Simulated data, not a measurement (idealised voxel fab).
The process module presented herein is designated voxel trench capacitor.
This is section cut - it's 250 nm across, gridded in 5 nm square cells.
We lay out every cross-section as a grid of square cells and spell it out in bands from the top down, where one band means one or more rows of cells. What a band's entry tells you: where the top is and where the bottom is, as heights in nm, and after that what lies inside, material by material from left to right, each with its width in nm. Empty space is written as the word "blank", and a single material marked with the word "full width" occupies the band from edge to edge. Note: height 0 marks the level under which the wafer is uniformly one material as received. Lowest band unbounded below, written "0 and below". Per-row width for "30->40": begins at first number (top row of band), ends at second number (bottom row), increment between rows held constant. Take "no change occurred" at face value: in the step it is given for, the cross-section changed in none of its cells. The entry "Fully enclosed voids" lists the empty spaces that cover at least 8 cells and have no open path to the top. Each is written as width x height at distance, where the distance is measured from the left edge and all three values are in nm. Whatever follows a step's settings on its line is a remark the simulator itself makes about that step. "overlay nm", when on a step's line for a step with a mask, measures how far to the right of its planned place the mask lay; a negative measure means to the left. Pairs, read this way: before one process step on the one hand, after it on the other, the after cross-section ending at the lowest band that changed; the step between, settings included, beneath. Same starting wafer throughout, but possibly different runs of this module, so no pair continues from the pair above unless its entry headed "Pre-step view" says so.
Pre-step view
    0 and below = Si full width
    Fully enclosed voids: none
Sectional View, Post-Process
    10 down to 0 = SiN full width
    below 0: unchanged
    Fully enclosed voids: none
Step, before to after (see cross-sections above): CONFORMAL_DEP [material SiN] [thk nm 10]
Pre-step view: see the after view in the pair directly above.
Sectional View, Post-Process
    25 down to 10 = resist=25, then blank=30, then resist=25, then blank=30, then resist=25, then blank=30, then resist=25, then blank=30, then resist=30
    below 10: unchanged
    Fully enclosed voids: none
Step, before to after (see cross-sections above): PATTERN [tone open] [mask id TRENCH] [material resist] [width nm 30] [pitch nm 55] [thk nm 15] [overlay nm 0]
Pre-step view: see the after view in the pair directly above.
Sectional View, Post-Process
    25 down to 10 = resist=25, then blank=30, then resist=25, then blank=30, then resist=25, then blank=30, then resist=25, then blank=30, then resist=30
    10 down to 0 = SiN=25, then blank=30, then SiN=25, then blank=30, then SiN=25, then blank=30, then SiN=25, then blank=30, then SiN=30
    below 0: unchanged
    Fully enclosed voids: none
Step, before to after (see cross-sections above): DIRECTIONAL_ETCH [etch materials SiN] [depth nm 10]
Pre-step view: see the after view in the pair directly above.
Sectional View, Post-Process
    25 down to 10 = resist=25, then blank=30, then resist=25, then blank=30, then resist=25, then blank=30, then resist=25, then blank=30, then resist=30
    10 down to 0 = SiN=25, then blank=30, then SiN=25, then blank=30, then SiN=25, then blank=30, then SiN=25, then blank=30, then SiN=30
    0 down to -40 = Si=25, then blank=30, then Si=25, then blank=30, then Si=25, then blank=30, then Si=25, then blank=30, then Si=30
    below -40: unchanged
    Fully enclosed voids: none
Step, before to after (see cross-sections above): DIRECTIONAL_ETCH [etch materials Si] [depth nm 40]
Pre-step view: see the after view in the pair directly above.
Sectional View, Post-Process
    10 down to 0 = SiN=25, then blank=30, then SiN=25, then blank=30, then SiN=25, then blank=30, then SiN=25, then blank=30, then SiN=30
    below 0: unchanged
    Fully enclosed voids: none
Step, before to after (see cross-sections above): STRIP [etch materials resist]
Pre-step view: see the after view in the pair directly above.
Sectional View, Post-Process
    15 down to 10 = Al2O3=30, then blank=20, then Al2O3=35, then blank=20, then Al2O3=35, then blank=20, then Al2O3=35, then blank=20, then Al2O3=35
    10 down to 0 = SiN=25, then Al2O3=5, then blank=20, then Al2O3=5, then SiN=25, then Al2O3=5, then blank=20, then Al2O3=5, then SiN=25, then Al2O3=5, then blank=20, then Al2O3=5, then SiN=25, then Al2O3=5, then blank=20, then Al2O3=5, then SiN=30
    0 down to -35 = Si=25, then Al2O3=5, then blank=20, then Al2O3=5, then Si=25, then Al2O3=5, then blank=20, then Al2O3=5, then Si=25, then Al2O3=5, then blank=20, then Al2O3=5, then Si=25, then Al2O3=5, then blank=20, then Al2O3=5, then Si=30
    -35 down to -40 = Si=25, then Al2O3=30, then Si=25, then Al2O3=30, then Si=25, then Al2O3=30, then Si=25, then Al2O3=30, then Si=30
    below -40: unchanged
    Fully enclosed voids: none
Step, before to after (see cross-sections above): CONFORMAL_DEP [material Al2O3] [thk nm 5]
Pre-step view: see the after view in the pair directly above.
Sectional View, Post-Process
    20 down to 15 = TiN=35, then blank=10, then TiN=45, then blank=10, then TiN=45, then blank=10, then TiN=45, then blank=10, then TiN=40
    15 down to 10 = Al2O3=30, then TiN=5, then blank=10, then TiN=5, then Al2O3=35, then TiN=5, then blank=10, then TiN=5, then Al2O3=35, then TiN=5, then blank=10, then TiN=5, then Al2O3=35, then TiN=5, then blank=10, then TiN=5, then Al2O3=35
    10 down to 0 = SiN=25, then Al2O3=5, then TiN=5, then blank=10, then TiN=5, then Al2O3=5, then SiN=25, then Al2O3=5, then TiN=5, then blank=10, then TiN=5, then Al2O3=5, then SiN=25, then Al2O3=5, then TiN=5, then blank=10, then TiN=5, then Al2O3=5, then SiN=25, then Al2O3=5, then TiN=5, then blank=10, then TiN=5, then Al2O3=5, then SiN=30
    0 down to -30 = Si=25, then Al2O3=5, then TiN=5, then blank=10, then TiN=5, then Al2O3=5, then Si=25, then Al2O3=5, then TiN=5, then blank=10, then TiN=5, then Al2O3=5, then Si=25, then Al2O3=5, then TiN=5, then blank=10, then TiN=5, then Al2O3=5, then Si=25, then Al2O3=5, then TiN=5, then blank=10, then TiN=5, then Al2O3=5, then Si=30
    -30 down to -35 = Si=25, then Al2O3=5, then TiN=20, then Al2O3=5, then Si=25, then Al2O3=5, then TiN=20, then Al2O3=5, then Si=25, then Al2O3=5, then TiN=20, then Al2O3=5, then Si=25, then Al2O3=5, then TiN=20, then Al2O3=5, then Si=30
    below -35: unchanged
    Fully enclosed voids: none
Step, before to after (see cross-sections above): CONFORMAL_DEP [material TiN] [thk nm 5]
Pre-step view: see the after view in the pair directly above.
Sectional View, Post-Process
    25 down to 20 = W full width
    20 down to 15 = TiN=35, then W=10, then TiN=45, then W=10, then TiN=45, then W=10, then TiN=45, then W=10, then TiN=40
    15 down to 10 = Al2O3=30, then TiN=5, then W=10, then TiN=5, then Al2O3=35, then TiN=5, then W=10, then TiN=5, then Al2O3=35, then TiN=5, then W=10, then TiN=5, then Al2O3=35, then TiN=5, then W=10, then TiN=5, then Al2O3=35
    10 down to 0 = SiN=25, then Al2O3=5, then TiN=5, then W=10, then TiN=5, then Al2O3=5, then SiN=25, then Al2O3=5, then TiN=5, then W=10, then TiN=5, then Al2O3=5, then SiN=25, then Al2O3=5, then TiN=5, then W=10, then TiN=5, then Al2O3=5, then SiN=25, then Al2O3=5, then TiN=5, then W=10, then TiN=5, then Al2O3=5, then SiN=30
    0 down to -30 = Si=25, then Al2O3=5, then TiN=5, then W=10, then TiN=5, then Al2O3=5, then Si=25, then Al2O3=5, then TiN=5, then W=10, then TiN=5, then Al2O3=5, then Si=25, then Al2O3=5, then TiN=5, then W=10, then TiN=5, then Al2O3=5, then Si=25, then Al2O3=5, then TiN=5, then W=10, then TiN=5, then Al2O3=5, then Si=30
    below -30: unchanged
    Fully enclosed voids: none
Step, before to after (see cross-sections above): FILL_DEP [material W] [thk nm 5]
Pre-step view: see the after view in the pair directly above.
Sectional View, Post-Process
    10 down to 0 = SiN=25, then Al2O3=5, then TiN=5, then W=10, then TiN=5, then Al2O3=5, then SiN=25, then Al2O3=5, then TiN=5, then W=10, then TiN=5, then Al2O3=5, then SiN=25, then Al2O3=5, then TiN=5, then W=10, then TiN=5, then Al2O3=5, then SiN=25, then Al2O3=5, then TiN=5, then W=10, then TiN=5, then Al2O3=5, then SiN=30
    below 0: unchanged
    Fully enclosed voids: none
Step, before to after (see cross-sections above): CMP [height nm 10]
Pre-step view
    25 down to 10 = resist=25, then blank=30, then resist=25, then blank=30, then resist=25, then blank=30, then resist=25, then blank=30, then resist=30
    10 down to 0 = SiN=25, then blank=30, then SiN=25, then blank=30, then SiN=25, then blank=30, then SiN=25, then blank=30, then SiN=30
    0 down to -40 = Si=25, then blank=30, then Si=25, then blank=30, then Si=25, then blank=30, then Si=25, then blank=30, then Si=30
    -40 and below = Si full width
    Fully enclosed voids: none
Sectional View, Post-Process
    25 down to 10 = resist=25, then blank=30, then resist=25, then blank=30, then resist=25, then blank=30, then resist=25, then blank=30, then resist=30
    10 down to 0 = SiN=25, then blank=30, then SiN=25, then blank=30, then SiN=25, then blank=30, then SiN=25, then blank=30, then SiN=30
    0 down to -80 = Si=25, then blank=30, then Si=25, then blank=30, then Si=25, then blank=30, then Si=25, then blank=30, then Si=30
    below -80: unchanged
    Fully enclosed voids: none
Step, before to after (see cross-sections above): DIRECTIONAL_ETCH [etch materials Si] [depth nm 40]
Pre-step view: see the after view in the pair directly above.
Sectional View, Post-Process
    10 down to 0 = SiN=25, then blank=30, then SiN=25, then blank=30, then SiN=25, then blank=30, then SiN=25, then blank=30, then SiN=30
    below 0: unchanged
    Fully enclosed voids: none
Step, before to after (see cross-sections above): STRIP [etch materials resist]
Pre-step view: see the after view in the pair directly above.
Sectional View, Post-Process
    15 down to 10 = Al2O3=30, then blank=20, then Al2O3=35, then blank=20, then Al2O3=35, then blank=20, then Al2O3=35, then blank=20, then Al2O3=35
    10 down to 0 = SiN=25, then Al2O3=5, then blank=20, then Al2O3=5, then SiN=25, then Al2O3=5, then blank=20, then Al2O3=5, then SiN=25, then Al2O3=5, then blank=20, then Al2O3=5, then SiN=25, then Al2O3=5, then blank=20, then Al2O3=5, then SiN=30
    0 down to -75 = Si=25, then Al2O3=5, then blank=20, then Al2O3=5, then Si=25, then Al2O3=5, then blank=20, then Al2O3=5, then Si=25, then Al2O3=5, then blank=20, then Al2O3=5, then Si=25, then Al2O3=5, then blank=20, then Al2O3=5, then Si=30
    -75 down to -80 = Si=25, then Al2O3=30, then Si=25, then Al2O3=30, then Si=25, then Al2O3=30, then Si=25, then Al2O3=30, then Si=30
    below -80: unchanged
    Fully enclosed voids: none
Step, before to after (see cross-sections above): CONFORMAL_DEP [material Al2O3] [thk nm 5]
Pre-step view: see the after view in the pair directly above.
Sectional View, Post-Process
    20 down to 15 = TiN=35, then blank=10, then TiN=45, then blank=10, then TiN=45, then blank=10, then TiN=45, then blank=10, then TiN=40
    15 down to 10 = Al2O3=30, then TiN=5, then blank=10, then TiN=5, then Al2O3=35, then TiN=5, then blank=10, then TiN=5, then Al2O3=35, then TiN=5, then blank=10, then TiN=5, then Al2O3=35, then TiN=5, then blank=10, then TiN=5, then Al2O3=35
    10 down to 0 = SiN=25, then Al2O3=5, then TiN=5, then blank=10, then TiN=5, then Al2O3=5, then SiN=25, then Al2O3=5, then TiN=5, then blank=10, then TiN=5, then Al2O3=5, then SiN=25, then Al2O3=5, then TiN=5, then blank=10, then TiN=5, then Al2O3=5, then SiN=25, then Al2O3=5, then TiN=5, then blank=10, then TiN=5, then Al2O3=5, then SiN=30
    0 down to -70 = Si=25, then Al2O3=5, then TiN=5, then blank=10, then TiN=5, then Al2O3=5, then Si=25, then Al2O3=5, then TiN=5, then blank=10, then TiN=5, then Al2O3=5, then Si=25, then Al2O3=5, then TiN=5, then blank=10, then TiN=5, then Al2O3=5, then Si=25, then Al2O3=5, then TiN=5, then blank=10, then TiN=5, then Al2O3=5, then Si=30
    -70 down to -75 = Si=25, then Al2O3=5, then TiN=20, then Al2O3=5, then Si=25, then Al2O3=5, then TiN=20, then Al2O3=5, then Si=25, then Al2O3=5, then TiN=20, then Al2O3=5, then Si=25, then Al2O3=5, then TiN=20, then Al2O3=5, then Si=30
    below -75: unchanged
    Fully enclosed voids: none
Step, before to after (see cross-sections above): CONFORMAL_DEP [material TiN] [thk nm 5]
Pre-step view: see the after view in the pair directly above.
Sectional View, Post-Process
    25 down to 20 = W full width
    20 down to 15 = TiN=35, then W=10, then TiN=45, then W=10, then TiN=45, then W=10, then TiN=45, then W=10, then TiN=40
    15 down to 10 = Al2O3=30, then TiN=5, then W=10, then TiN=5, then Al2O3=35, then TiN=5, then W=10, then TiN=5, then Al2O3=35, then TiN=5, then W=10, then TiN=5, then Al2O3=35, then TiN=5, then W=10, then TiN=5, then Al2O3=35
    10 down to 0 = SiN=25, then Al2O3=5, then TiN=5, then W=10, then TiN=5, then Al2O3=5, then SiN=25, then Al2O3=5, then TiN=5, then W=10, then TiN=5, then Al2O3=5, then SiN=25, then Al2O3=5, then TiN=5, then W=10, then TiN=5, then Al2O3=5, then SiN=25, then Al2O3=5, then TiN=5, then W=10, then TiN=5, then Al2O3=5, then SiN=30
    0 down to -70 = Si=25, then Al2O3=5, then TiN=5, then W=10, then TiN=5, then Al2O3=5, then Si=25, then Al2O3=5, then TiN=5, then W=10, then TiN=5, then Al2O3=5, then Si=25, then Al2O3=5, then TiN=5, then W=10, then TiN=5, then Al2O3=5, then Si=25, then Al2O3=5, then TiN=5, then W=10, then TiN=5, then Al2O3=5, then Si=30
    below -70: unchanged
    Fully enclosed voids: none
Step, before to after (see cross-sections above): FILL_DEP [material W] [thk nm 5]
Pre-step view: see the after view in the pair directly above.
Sectional View, Post-Process
    10 down to 0 = SiN=25, then Al2O3=5, then TiN=5, then W=10, then TiN=5, then Al2O3=5, then SiN=25, then Al2O3=5, then TiN=5, then W=10, then TiN=5, then Al2O3=5, then SiN=25, then Al2O3=5, then TiN=5, then W=10, then TiN=5, then Al2O3=5, then SiN=25, then Al2O3=5, then TiN=5, then W=10, then TiN=5, then Al2O3=5, then SiN=30
    below 0: unchanged
    Fully enclosed voids: none
Step, before to after (see cross-sections above): CMP [height nm 10]
Pre-step view
    10 down to 0 = SiN=25, then blank=30, then SiN=25, then blank=30, then SiN=25, then blank=30, then SiN=25, then blank=30, then SiN=30
    0 down to -40 = Si=25, then blank=30, then Si=25, then blank=30, then Si=25, then blank=30, then Si=25, then blank=30, then Si=30
    -40 and below = Si full width
    Fully enclosed voids: none
Sectional View, Post-Process
    15 down to 10 = TiN=30, then blank=20, then TiN=35, then blank=20, then TiN=35, then blank=20, then TiN=35, then blank=20, then TiN=35
    10 down to 0 = SiN=25, then TiN=5, then blank=20, then TiN=5, then SiN=25, then TiN=5, then blank=20, then TiN=5, then SiN=25, then TiN=5, then blank=20, then TiN=5, then SiN=25, then TiN=5, then blank=20, then TiN=5, then SiN=30
    0 down to -35 = Si=25, then TiN=5, then blank=20, then TiN=5, then Si=25, then TiN=5, then blank=20, then TiN=5, then Si=25, then TiN=5, then blank=20, then TiN=5, then Si=25, then TiN=5, then blank=20, then TiN=5, then Si=30
    -35 down to -40 = Si=25, then TiN=30, then Si=25, then TiN=30, then Si=25, then TiN=30, then Si=25, then TiN=30, then Si=30
    below -40: unchanged
    Fully enclosed voids: none
Step, before to after (see cross-sections above): CONFORMAL_DEP [material TiN] [thk nm 5]
Pre-step view: see the after view in the pair directly above.
Sectional View, Post-Process
    20 down to 15 = Al2O3=35, then blank=10, then Al2O3=45, then blank=10, then Al2O3=45, then blank=10, then Al2O3=45, then blank=10, then Al2O3=40
    15 down to 10 = TiN=30, then Al2O3=5, then blank=10, then Al2O3=5, then TiN=35, then Al2O3=5, then blank=10, then Al2O3=5, then TiN=35, then Al2O3=5, then blank=10, then Al2O3=5, then TiN=35, then Al2O3=5, then blank=10, then Al2O3=5, then TiN=35
    10 down to 0 = SiN=25, then TiN=5, then Al2O3=5, then blank=10, then Al2O3=5, then TiN=5, then SiN=25, then TiN=5, then Al2O3=5, then blank=10, then Al2O3=5, then TiN=5, then SiN=25, then TiN=5, then Al2O3=5, then blank=10, then Al2O3=5, then TiN=5, then SiN=25, then TiN=5, then Al2O3=5, then blank=10, then Al2O3=5, then TiN=5, then SiN=30
    0 down to -30 = Si=25, then TiN=5, then Al2O3=5, then blank=10, then Al2O3=5, then TiN=5, then Si=25, then TiN=5, then Al2O3=5, then blank=10, then Al2O3=5, then TiN=5, then Si=25, then TiN=5, then Al2O3=5, then blank=10, then Al2O3=5, then TiN=5, then Si=25, then TiN=5, then Al2O3=5, then blank=10, then Al2O3=5, then TiN=5, then Si=30
    -30 down to -35 = Si=25, then TiN=5, then Al2O3=20, then TiN=5, then Si=25, then TiN=5, then Al2O3=20, then TiN=5, then Si=25, then TiN=5, then Al2O3=20, then TiN=5, then Si=25, then TiN=5, then Al2O3=20, then TiN=5, then Si=30
    below -35: unchanged
    Fully enclosed voids: none
Step, before to after (see cross-sections above): CONFORMAL_DEP [material Al2O3] [thk nm 5]
Pre-step view: see the after view in the pair directly above.
Sectional View, Post-Process
    25 down to 20 = W full width
    20 down to 15 = Al2O3=35, then W=10, then Al2O3=45, then W=10, then Al2O3=45, then W=10, then Al2O3=45, then W=10, then Al2O3=40
    15 down to 10 = TiN=30, then Al2O3=5, then W=10, then Al2O3=5, then TiN=35, then Al2O3=5, then W=10, then Al2O3=5, then TiN=35, then Al2O3=5, then W=10, then Al2O3=5, then TiN=35, then Al2O3=5, then W=10, then Al2O3=5, then TiN=35
    10 down to 0 = SiN=25, then TiN=5, then Al2O3=5, then W=10, then Al2O3=5, then TiN=5, then SiN=25, then TiN=5, then Al2O3=5, then W=10, then Al2O3=5, then TiN=5, then SiN=25, then TiN=5, then Al2O3=5, then W=10, then Al2O3=5, then TiN=5, then SiN=25, then TiN=5, then Al2O3=5, then W=10, then Al2O3=5, then TiN=5, then SiN=30
    0 down to -30 = Si=25, then TiN=5, then Al2O3=5, then W=10, then Al2O3=5, then TiN=5, then Si=25, then TiN=5, then Al2O3=5, then W=10, then Al2O3=5, then TiN=5, then Si=25, then TiN=5, then Al2O3=5, then W=10, then Al2O3=5, then TiN=5, then Si=25, then TiN=5, then Al2O3=5, then W=10, then Al2O3=5, then TiN=5, then Si=30
    below -30: unchanged
    Fully enclosed voids: none
Step, before to after (see cross-sections above): FILL_DEP [material W] [thk nm 5]
Pre-step view: see the after view in the pair directly above.
Sectional View, Post-Process
    10 down to 0 = SiN=25, then TiN=5, then Al2O3=5, then W=10, then Al2O3=5, then TiN=5, then SiN=25, then TiN=5, then Al2O3=5, then W=10, then Al2O3=5, then TiN=5, then SiN=25, then TiN=5, then Al2O3=5, then W=10, then Al2O3=5, then TiN=5, then SiN=25, then TiN=5, then Al2O3=5, then W=10, then Al2O3=5, then TiN=5, then SiN=30
    below 0: unchanged
    Fully enclosed voids: none
Step, before to after (see cross-sections above): CMP [height nm 10]
Pre-step view
    25 down to 10 = resist=25, then blank=30, then resist=25, then blank=30, then resist=25, then blank=30, then resist=25, then blank=30, then resist=30
    10 down to 0 = SiN=25, then blank=30, then SiN=25, then blank=30, then SiN=25, then blank=30, then SiN=25, then blank=30, then SiN=30
    0 and below = Si full width
    Fully enclosed voids: none
Sectional View, Post-Process
    25 down to 10 = resist=25, then blank=30, then resist=25, then blank=30, then resist=25, then blank=30, then resist=25, then blank=30, then resist=30
    10 down to 0 = SiN=25, then blank=30, then SiN=25, then blank=30, then SiN=25, then blank=30, then SiN=25, then blank=30, then SiN=30
    0 down to -30 = Si=25, then blank=30, then Si=25, then blank=30, then Si=25, then blank=30, then Si=25, then blank=30, then Si=30
    below -30: unchanged
    Fully enclosed voids: none
Step, before to after (see cross-sections above): DIRECTIONAL_ETCH [etch materials Si] [depth nm 30]
Pre-step view: see the after view in the pair directly above.
Sectional View, Post-Process
    10 down to 0 = SiN=25, then blank=30, then SiN=25, then blank=30, then SiN=25, then blank=30, then SiN=25, then blank=30, then SiN=30
    below 0: unchanged
    Fully enclosed voids: none
Step, before to after (see cross-sections above): STRIP [etch materials resist]
Pre-step view: see the after view in the pair directly above.
Sectional View, Post-Process
    15 down to 10 = Al2O3=30, then blank=20, then Al2O3=35, then blank=20, then Al2O3=35, then blank=20, then Al2O3=35, then blank=20, then Al2O3=35
    10 down to 0 = SiN=25, then Al2O3=5, then blank=20, then Al2O3=5, then SiN=25, then Al2O3=5, then blank=20, then Al2O3=5, then SiN=25, then Al2O3=5, then blank=20, then Al2O3=5, then SiN=25, then Al2O3=5, then blank=20, then Al2O3=5, then SiN=30
    0 down to -25 = Si=25, then Al2O3=5, then blank=20, then Al2O3=5, then Si=25, then Al2O3=5, then blank=20, then Al2O3=5, then Si=25, then Al2O3=5, then blank=20, then Al2O3=5, then Si=25, then Al2O3=5, then blank=20, then Al2O3=5, then Si=30
    -25 down to -30 = Si=25, then Al2O3=30, then Si=25, then Al2O3=30, then Si=25, then Al2O3=30, then Si=25, then Al2O3=30, then Si=30
    below -30: unchanged
    Fully enclosed voids: none
Step, before to after (see cross-sections above): CONFORMAL_DEP [material Al2O3] [thk nm 5]
Pre-step view: see the after view in the pair directly above.
Sectional View, Post-Process
    20 down to 15 = TiN=35, then blank=10, then TiN=45, then blank=10, then TiN=45, then blank=10, then TiN=45, then blank=10, then TiN=40
    15 down to 10 = Al2O3=30, then TiN=5, then blank=10, then TiN=5, then Al2O3=35, then TiN=5, then blank=10, then TiN=5, then Al2O3=35, then TiN=5, then blank=10, then TiN=5, then Al2O3=35, then TiN=5, then blank=10, then TiN=5, then Al2O3=35
    10 down to 0 = SiN=25, then Al2O3=5, then TiN=5, then blank=10, then TiN=5, then Al2O3=5, then SiN=25, then Al2O3=5, then TiN=5, then blank=10, then TiN=5, then Al2O3=5, then SiN=25, then Al2O3=5, then TiN=5, then blank=10, then TiN=5, then Al2O3=5, then SiN=25, then Al2O3=5, then TiN=5, then blank=10, then TiN=5, then Al2O3=5, then SiN=30
    0 down to -20 = Si=25, then Al2O3=5, then TiN=5, then blank=10, then TiN=5, then Al2O3=5, then Si=25, then Al2O3=5, then TiN=5, then blank=10, then TiN=5, then Al2O3=5, then Si=25, then Al2O3=5, then TiN=5, then blank=10, then TiN=5, then Al2O3=5, then Si=25, then Al2O3=5, then TiN=5, then blank=10, then TiN=5, then Al2O3=5, then Si=30
    -20 down to -25 = Si=25, then Al2O3=5, then TiN=20, then Al2O3=5, then Si=25, then Al2O3=5, then TiN=20, then Al2O3=5, then Si=25, then Al2O3=5, then TiN=20, then Al2O3=5, then Si=25, then Al2O3=5, then TiN=20, then Al2O3=5, then Si=30
    below -25: unchanged
    Fully enclosed voids: none
Step, before to after (see cross-sections above): CONFORMAL_DEP [material TiN] [thk nm 5]
Pre-step view: see the after view in the pair directly above.
Sectional View, Post-Process
    25 down to 20 = W full width
    20 down to 15 = TiN=35, then W=10, then TiN=45, then W=10, then TiN=45, then W=10, then TiN=45, then W=10, then TiN=40
    15 down to 10 = Al2O3=30, then TiN=5, then W=10, then TiN=5, then Al2O3=35, then TiN=5, then W=10, then TiN=5, then Al2O3=35, then TiN=5, then W=10, then TiN=5, then Al2O3=35, then TiN=5, then W=10, then TiN=5, then Al2O3=35
    10 down to 0 = SiN=25, then Al2O3=5, then TiN=5, then W=10, then TiN=5, then Al2O3=5, then SiN=25, then Al2O3=5, then TiN=5, then W=10, then TiN=5, then Al2O3=5, then SiN=25, then Al2O3=5, then TiN=5, then W=10, then TiN=5, then Al2O3=5, then SiN=25, then Al2O3=5, then TiN=5, then W=10, then TiN=5, then Al2O3=5, then SiN=30
    0 down to -20 = Si=25, then Al2O3=5, then TiN=5, then W=10, then TiN=5, then Al2O3=5, then Si=25, then Al2O3=5, then TiN=5, then W=10, then TiN=5, then Al2O3=5, then Si=25, then Al2O3=5, then TiN=5, then W=10, then TiN=5, then Al2O3=5, then Si=25, then Al2O3=5, then TiN=5, then W=10, then TiN=5, then Al2O3=5, then Si=30
    below -20: unchanged
    Fully enclosed voids: none
Step, before to after (see cross-sections above): FILL_DEP [material W] [thk nm 5]
Pre-step view: see the after view in the pair directly above.
Sectional View, Post-Process
    10 down to 0 = SiN=25, then Al2O3=5, then TiN=5, then W=10, then TiN=5, then Al2O3=5, then SiN=25, then Al2O3=5, then TiN=5, then W=10, then TiN=5, then Al2O3=5, then SiN=25, then Al2O3=5, then TiN=5, then W=10, then TiN=5, then Al2O3=5, then SiN=25, then Al2O3=5, then TiN=5, then W=10, then TiN=5, then Al2O3=5, then SiN=30
    below 0: unchanged
    Fully enclosed voids: none
Step, before to after (see cross-sections above): CMP [height nm 10]
Pre-step view
    10 down to 0 = SiN full width
    0 and below = Si full width
    Fully enclosed voids: none
Sectional View, Post-Process
    25 down to 10 = resist=25, then blank=35, then resist=20, then blank=35, then resist=20, then blank=35, then resist=20, then blank=35, then resist=25
    below 10: unchanged
    Fully enclosed voids: none
Step, before to after (see cross-sections above): PATTERN [tone open] [mask id TRENCH] [material resist] [width nm 35] [pitch nm 55] [thk nm 15] [overlay nm 0]
Pre-step view: see the after view in the pair directly above.
Sectional View, Post-Process
    25 down to 10 = resist=25, then blank=35, then resist=20, then blank=35, then resist=20, then blank=35, then resist=20, then blank=35, then resist=25
    10 down to 0 = SiN=25, then blank=35, then SiN=20, then blank=35, then SiN=20, then blank=35, then SiN=20, then blank=35, then SiN=25
    below 0: unchanged
    Fully enclosed voids: none
Step, before to after (see cross-sections above): DIRECTIONAL_ETCH [etch materials SiN] [depth nm 10]
Pre-step view: see the after view in the pair directly above.
Sectional View, Post-Process
    25 down to 10 = resist=25, then blank=35, then resist=20, then blank=35, then resist=20, then blank=35, then resist=20, then blank=35, then resist=25
    10 down to 0 = SiN=25, then blank=35, then SiN=20, then blank=35, then SiN=20, then blank=35, then SiN=20, then blank=35, then SiN=25
    0 down to -40 = Si=25, then blank=35, then Si=20, then blank=35, then Si=20, then blank=35, then Si=20, then blank=35, then Si=25
    below -40: unchanged
    Fully enclosed voids: none
Step, before to after (see cross-sections above): DIRECTIONAL_ETCH [etch materials Si] [depth nm 40]
Pre-step view: see the after view in the pair directly above.
Sectional View, Post-Process
    10 down to 0 = SiN=25, then blank=35, then SiN=20, then blank=35, then SiN=20, then blank=35, then SiN=20, then blank=35, then SiN=25
    below 0: unchanged
    Fully enclosed voids: none
Step, before to after (see cross-sections above): STRIP [etch materials resist]
Pre-step view: see the after view in the pair directly above.
Sectional View, Post-Process
    15 down to 10 = Al2O3=30, then blank=25, then Al2O3=30, then blank=25, then Al2O3=30, then blank=25, then Al2O3=30, then blank=25, then Al2O3=30
    10 down to 0 = SiN=25, then Al2O3=5, then blank=25, then Al2O3=5, then SiN=20, then Al2O3=5, then blank=25, then Al2O3=5, then SiN=20, then Al2O3=5, then blank=25, then Al2O3=5, then SiN=20, then Al2O3=5, then blank=25, then Al2O3=5, then SiN=25
    0 down to -35 = Si=25, then Al2O3=5, then blank=25, then Al2O3=5, then Si=20, then Al2O3=5, then blank=25, then Al2O3=5, then Si=20, then Al2O3=5, then blank=25, then Al2O3=5, then Si=20, then Al2O3=5, then blank=25, then Al2O3=5, then Si=25
    -35 down to -40 = Si=25, then Al2O3=35, then Si=20, then Al2O3=35, then Si=20, then Al2O3=35, then Si=20, then Al2O3=35, then Si=25
    below -40: unchanged
    Fully enclosed voids: none
Step, before to after (see cross-sections above): CONFORMAL_DEP [material Al2O3] [thk nm 5]
Pre-step view: see the after view in the pair directly above.
Sectional View, Post-Process
    20 down to 15 = TiN=35, then blank=15, then TiN=40, then blank=15, then TiN=40, then blank=15, then TiN=40, then blank=15, then TiN=35
    15 down to 10 = Al2O3=30, then TiN=5, then blank=15, then TiN=5, then Al2O3=30, then TiN=5, then blank=15, then TiN=5, then Al2O3=30, then TiN=5, then blank=15, then TiN=5, then Al2O3=30, then TiN=5, then blank=15, then TiN=5, then Al2O3=30
    10 down to 0 = SiN=25, then Al2O3=5, then TiN=5, then blank=15, then TiN=5, then Al2O3=5, then SiN=20, then Al2O3=5, then TiN=5, then blank=15, then TiN=5, then Al2O3=5, then SiN=20, then Al2O3=5, then TiN=5, then blank=15, then TiN=5, then Al2O3=5, then SiN=20, then Al2O3=5, then TiN=5, then blank=15, then TiN=5, then Al2O3=5, then SiN=25
    0 down to -30 = Si=25, then Al2O3=5, then TiN=5, then blank=15, then TiN=5, then Al2O3=5, then Si=20, then Al2O3=5, then TiN=5, then blank=15, then TiN=5, then Al2O3=5, then Si=20, then Al2O3=5, then TiN=5, then blank=15, then TiN=5, then Al2O3=5, then Si=20, then Al2O3=5, then TiN=5, then blank=15, then TiN=5, then Al2O3=5, then Si=25
    -30 down to -35 = Si=25, then Al2O3=5, then TiN=25, then Al2O3=5, then Si=20, then Al2O3=5, then TiN=25, then Al2O3=5, then Si=20, then Al2O3=5, then TiN=25, then Al2O3=5, then Si=20, then Al2O3=5, then TiN=25, then Al2O3=5, then Si=25
    below -35: unchanged
    Fully enclosed voids: none
Step, before to after (see cross-sections above): CONFORMAL_DEP [material TiN] [thk nm 5]
Pre-step view: see the after view in the pair directly above.
Sectional View, Post-Process
    25 down to 20 = W full width
    20 down to 15 = TiN=35, then W=15, then TiN=40, then W=15, then TiN=40, then W=15, then TiN=40, then W=15, then TiN=35
    15 down to 10 = Al2O3=30, then TiN=5, then W=15, then TiN=5, then Al2O3=30, then TiN=5, then W=15, then TiN=5, then Al2O3=30, then TiN=5, then W=15, then TiN=5, then Al2O3=30, then TiN=5, then W=15, then TiN=5, then Al2O3=30
    10 down to 0 = SiN=25, then Al2O3=5, then TiN=5, then W=15, then TiN=5, then Al2O3=5, then SiN=20, then Al2O3=5, then TiN=5, then W=15, then TiN=5, then Al2O3=5, then SiN=20, then Al2O3=5, then TiN=5, then W=15, then TiN=5, then Al2O3=5, then SiN=20, then Al2O3=5, then TiN=5, then W=15, then TiN=5, then Al2O3=5, then SiN=25
    0 down to -30 = Si=25, then Al2O3=5, then TiN=5, then W=15, then TiN=5, then Al2O3=5, then Si=20, then Al2O3=5, then TiN=5, then W=15, then TiN=5, then Al2O3=5, then Si=20, then Al2O3=5, then TiN=5, then W=15, then TiN=5, then Al2O3=5, then Si=20, then Al2O3=5, then TiN=5, then W=15, then TiN=5, then Al2O3=5, then Si=25
    below -30: unchanged
    Fully enclosed voids: none
Step, before to after (see cross-sections above): FILL_DEP [material W] [thk nm 5]
Pre-step view: see the after view in the pair directly above.
Sectional View, Post-Process
    10 down to 0 = SiN=25, then Al2O3=5, then TiN=5, then W=15, then TiN=5, then Al2O3=5, then SiN=20, then Al2O3=5, then TiN=5, then W=15, then TiN=5, then Al2O3=5, then SiN=20, then Al2O3=5, then TiN=5, then W=15, then TiN=5, then Al2O3=5, then SiN=20, then Al2O3=5, then TiN=5, then W=15, then TiN=5, then Al2O3=5, then SiN=25
    below 0: unchanged
    Fully enclosed voids: none
Step, before to after (see cross-sections above): CMP [height nm 10]
